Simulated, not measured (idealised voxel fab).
process module | voxel wiring stack
cross-section cut | 150 nm wide | cells 5 nm
A cross-section is a grid of square cells, given in bands from the top down. A band is one or more rows of cells.
Each band's line starts with the height of the band's top and of its bottom, in nm. Then come its materials from left to right, each with its width in nm. One material with "throughout" fills the band from edge to edge. "air" is empty space.
Height 0 is the level under which the wafer as received is all one material. The lowest band goes on downwards, as in "0 down".
A width such as "30 to 40" changes by the same amount from each row of cells to the next, from the band's top row to its bottom row.
"no change" after a step means that no cell of the cross-section changed.
closed voids: empty space of 8 cells or more with no open way to the top, each as width x height at its distance from the left edge, in nm
after a step's settings: what the simulator itself notes on the step
overlay nm, on a step with a mask: how far to the right of its planned place the mask lay; to the left if negative
plan
1 op RECEIVE | material Si
2 op CONFORMAL_DEP | material SiO2 | thk nm 15
3 op CONFORMAL_DEP | material SiCN | thk nm 5
4 op DIRECTIONAL_DEP | material SiO2 | thk nm 15
5 op DIRECTIONAL_DEP | material aC | thk nm 10
6 op PATTERN | tone open | mask id METAL_1 | material resist | width nm 25 | pitch nm 40 | thk nm 25 | overlay nm 0
7 op DIRECTIONAL_ETCH | etch materials aC | depth nm 10
8 op STRIP | etch materials resist
9 op DIRECTIONAL_ETCH | etch materials SiO2 | depth nm 15
10 op DIRECTIONAL_ETCH | etch materials SiCN | depth nm 5
11 op STRIP | etch materials aC
12 op CONFORMAL_DEP | material TiN | thk nm 5
13 op FILL_DEP | material Cu | thk nm 5
14 op CMP | height nm 35
15 op CONFORMAL_DEP | material SiCN | thk nm 5
16 op DIRECTIONAL_DEP | material lowk | thk nm 30
17 op DIRECTIONAL_DEP | material aC | thk nm 15
18 op PATTERN | tone open | mask id METAL_2 | material resist | width nm 25 | pitch nm 40 | thk nm 30 | overlay nm 0
19 op DIRECTIONAL_ETCH | etch materials aC | depth nm 15
20 op STRIP | etch materials resist
21 op DIRECTIONAL_ETCH | etch materials lowk | depth nm 15
22 op STRIP | etch materials aC
23 op MASKED_ETCH | tone open | mask id METAL_2_HOLES | width nm 15 | pitch nm 80 | etch materials lowk | depth nm 15 | overlay nm 0
24 op MASKED_ETCH | tone open | mask id METAL_2_HOLES | width nm 15 | pitch nm 80 | etch materials SiCN | depth nm 5 | overlay nm 0
25 op CONFORMAL_DEP | material TiN | thk nm 5
26 op FILL_DEP | material Ru | thk nm 10
27 op CMP | height nm 70
28 op CONFORMAL_DEP | material SiN | thk nm 5
first wafer, as planned
as received, after step 1
  0 down: Si throughout
  closed voids: none
after step 2
  15 to 0: SiO2 throughout
  below 0: unchanged
after step 3
  20 to 15: SiCN throughout
  below 15: unchanged
after step 4
  35 to 20: SiO2 throughout
  below 20: unchanged
after step 5
  45 to 35: aC throughout
  below 35: unchanged
after step 6
  70 to 45: resist 20 | air 25 | resist 15 | air 25 | resist 15 | air 25 | resist 25
  below 45: unchanged
after step 7
  60 to 45: resist 20 | air 25 | resist 15 | air 25 | resist 15 | air 25 | resist 25
  45 to 35: aC 20 | air 25 | aC 15 | air 25 | aC 15 | air 25 | aC 25
  below 35: unchanged
after step 8
  45 to 35: aC 20 | air 25 | aC 15 | air 25 | aC 15 | air 25 | aC 25
  below 35: unchanged
after step 9
  45 to 35: aC 20 | air 25 | aC 15 | air 25 | aC 15 | air 25 | aC 25
  35 to 20: SiO2 20 | air 25 | SiO2 15 | air 25 | SiO2 15 | air 25 | SiO2 25
  below 20: unchanged
after step 10
  45 to 35: aC 20 | air 25 | aC 15 | air 25 | aC 15 | air 25 | aC 25
  35 to 20: SiO2 20 | air 25 | SiO2 15 | air 25 | SiO2 15 | air 25 | SiO2 25
  20 to 15: SiCN 20 | air 25 | SiCN 15 | air 25 | SiCN 15 | air 25 | SiCN 25
  below 15: unchanged
after step 11
  35 to 20: SiO2 20 | air 25 | SiO2 15 | air 25 | SiO2 15 | air 25 | SiO2 25
  below 20: unchanged
after step 12
  40 to 35: TiN 25 | air 15 | TiN 25 | air 15 | TiN 25 | air 15 | TiN 30
  35 to 20: SiO2 20 | TiN 5 | air 15 | TiN 5 | SiO2 15 | TiN 5 | air 15 | TiN 5 | SiO2 15 | TiN 5 | air 15 | TiN 5 | SiO2 25
  20 to 15: SiCN 20 | TiN 25 | SiCN 15 | TiN 25 | SiCN 15 | TiN 25 | SiCN 25
  below 15: unchanged
after step 13
  45 to 40: Cu throughout
  40 to 35: TiN 25 | Cu 15 | TiN 25 | Cu 15 | TiN 25 | Cu 15 | TiN 30
  35 to 20: SiO2 20 | TiN 5 | Cu 15 | TiN 5 | SiO2 15 | TiN 5 | Cu 15 | TiN 5 | SiO2 15 | TiN 5 | Cu 15 | TiN 5 | SiO2 25
  below 20: unchanged
after step 14
  35 to 20: SiO2 20 | TiN 5 | Cu 15 | TiN 5 | SiO2 15 | TiN 5 | Cu 15 | TiN 5 | SiO2 15 | TiN 5 | Cu 15 | TiN 5 | SiO2 25
  below 20: unchanged
after step 15
  40 to 35: SiCN throughout
  below 35: unchanged
after step 16
  70 to 40: lowk throughout
  below 40: unchanged
after step 17
  85 to 70: aC throughout
  below 70: unchanged
after step 18
  115 to 85: resist 20 | air 25 | resist 15 | air 25 | resist 15 | air 25 | resist 25
  below 85: unchanged
after step 19
  100 to 85: resist 20 | air 25 | resist 15 | air 25 | resist 15 | air 25 | resist 25
  85 to 70: aC 20 | air 25 | aC 15 | air 25 | aC 15 | air 25 | aC 25
  below 70: unchanged
after step 20
  85 to 70: aC 20 | air 25 | aC 15 | air 25 | aC 15 | air 25 | aC 25
  below 70: unchanged
after step 21
  85 to 70: aC 20 | air 25 | aC 15 | air 25 | aC 15 | air 25 | aC 25
  70 to 55: lowk 20 | air 25 | lowk 15 | air 25 | lowk 15 | air 25 | lowk 25
  below 55: unchanged
after step 22
  70 to 55: lowk 20 | air 25 | lowk 15 | air 25 | lowk 15 | air 25 | lowk 25
  below 55: unchanged
after step 23
  70 to 55: lowk 20 | air 25 | lowk 15 | air 25 | lowk 15 | air 25 | lowk 25
  55 to 40: lowk 20 | air 15 | lowk 65 | air 15 | lowk 35
  below 40: unchanged
after step 24
  70 to 55: lowk 20 | air 25 | lowk 15 | air 25 | lowk 15 | air 25 | lowk 25
  55 to 40: lowk 20 | air 15 | lowk 65 | air 15 | lowk 35
  40 to 35: SiCN 20 | air 15 | SiCN 65 | air 15 | SiCN 35
  below 35: unchanged
after step 25
  75 to 70: TiN 25 | air 15 | TiN 25 | air 15 | TiN 25 | air 15 | TiN 30
  70 to 60: lowk 20 | TiN 5 | air 15 | TiN 5 | lowk 15 | TiN 5 | air 15 | TiN 5 | lowk 15 | TiN 5 | air 15 | TiN 5 | lowk 25
  60 to 55: lowk 20 | TiN 5 | air 5 | TiN 15 | lowk 15 | TiN 25 | lowk 15 | TiN 5 | air 5 | TiN 15 | lowk 25
  55 to 40: lowk 20 | TiN 5 | air 5 | TiN 5 | lowk 65 | TiN 5 | air 5 | TiN 5 | lowk 35
  40 to 35: SiCN 20 | TiN 15 | SiCN 65 | TiN 15 | SiCN 35
  below 35: unchanged
after step 26
  85 to 75: Ru throughout
  75 to 70: TiN 25 | Ru 15 | TiN 25 | Ru 15 | TiN 25 | Ru 15 | TiN 30
  70 to 60: lowk 20 | TiN 5 | Ru 15 | TiN 5 | lowk 15 | TiN 5 | Ru 15 | TiN 5 | lowk 15 | TiN 5 | Ru 15 | TiN 5 | lowk 25
  60 to 55: lowk 20 | TiN 5 | Ru 5 | TiN 15 | lowk 15 | TiN 25 | lowk 15 | TiN 5 | Ru 5 | TiN 15 | lowk 25
  55 to 40: lowk 20 | TiN 5 | Ru 5 | TiN 5 | lowk 65 | TiN 5 | Ru 5 | TiN 5 | lowk 35
  below 40: unchanged
after step 27
  70 to 60: lowk 20 | TiN 5 | Ru 15 | TiN 5 | lowk 15 | TiN 5 | Ru 15 | TiN 5 | lowk 15 | TiN 5 | Ru 15 | TiN 5 | lowk 25
  below 60: unchanged
after step 28
  75 to 70: SiN throughout
  below 70: unchanged
second wafer: like start, like plan, one mistake. Through step 17 it matches the first wafer
when step 18 should have ended
  115 to 85: resist 25 | air 15 | resist 25 | air 15 | resist 25 | air 15 | resist 30
  below 85: unchanged
when step 19 should have ended
  100 to 85: resist 25 | air 15 | resist 25 | air 15 | resist 25 | air 15 | resist 30
  85 to 70: aC 25 | air 15 | aC 25 | air 15 | aC 25 | air 15 | aC 30
  below 70: unchanged
when step 20 should have ended
  85 to 70: aC 25 | air 15 | aC 25 | air 15 | aC 25 | air 15 | aC 30
  below 70: unchanged
when step 21 should have ended
  85 to 70: aC 25 | air 15 | aC 25 | air 15 | aC 25 | air 15 | aC 30
  70 to 55: lowk 25 | air 15 | lowk 25 | air 15 | lowk 25 | air 15 | lowk 30
  below 55: unchanged
when step 22 should have ended
  70 to 55: lowk 25 | air 15 | lowk 25 | air 15 | lowk 25 | air 15 | lowk 30
  below 55: unchanged
when step 23 should have ended
  70 to 55: lowk 20 | air 20 | lowk 25 | air 15 | lowk 20 | air 20 | lowk 30
  55 to 40: lowk 25 | air 10 | lowk 70 | air 10 | lowk 35
  below 40: unchanged
when step 24 should have ended
  70 to 55: lowk 20 | air 20 | lowk 25 | air 15 | lowk 20 | air 20 | lowk 30
  55 to 40: lowk 25 | air 10 | lowk 70 | air 10 | lowk 35
  40 to 35: SiCN 25 | air 10 | SiCN 70 | air 10 | SiCN 35
  below 35: unchanged
when step 25 should have ended
  75 to 70: TiN 25 | air 10 | TiN 35 | air 5 | TiN 30 | air 10 | TiN 35
  70 to 60: lowk 20 | TiN 5 | air 10 | TiN 5 | lowk 25 | TiN 5 | air 5 | TiN 5 | lowk 20 | TiN 5 | air 10 | TiN 5 | lowk 30
  60 to 55: lowk 20 | TiN 20 | lowk 25 | TiN 15 | lowk 20 | TiN 20 | lowk 30
  55 to 40: lowk 25 | TiN 10 | lowk 70 | TiN 10 | lowk 35
  40 to 35: SiCN 25 | TiN 10 | SiCN 70 | TiN 10 | SiCN 35
  below 35: unchanged
when step 26 should have ended
  85 to 75: Ru throughout
  75 to 70: TiN 25 | Ru 10 | TiN 35 | Ru 5 | TiN 30 | Ru 10 | TiN 35
  70 to 60: lowk 20 | TiN 5 | Ru 10 | TiN 5 | lowk 25 | TiN 5 | Ru 5 | TiN 5 | lowk 20 | TiN 5 | Ru 10 | TiN 5 | lowk 30
  below 60: unchanged
when step 27 should have ended
  70 to 60: lowk 20 | TiN 5 | Ru 10 | TiN 5 | lowk 25 | TiN 5 | Ru 5 | TiN 5 | lowk 20 | TiN 5 | Ru 10 | TiN 5 | lowk 30
  below 60: unchanged
when step 28 should have ended
  75 to 70: SiN throughout
  below 70: unchanged
what went wrong: step 18 ran as: op PATTERN | tone open | mask id METAL_2 | material resist | width nm 15 | pitch nm 40 | thk nm 30 | overlay nm 0
at the end the second wafer has, in cells: 16 fewer of Ru | 2 more of SiCN | 4 fewer of TiN | 18 more of lowk
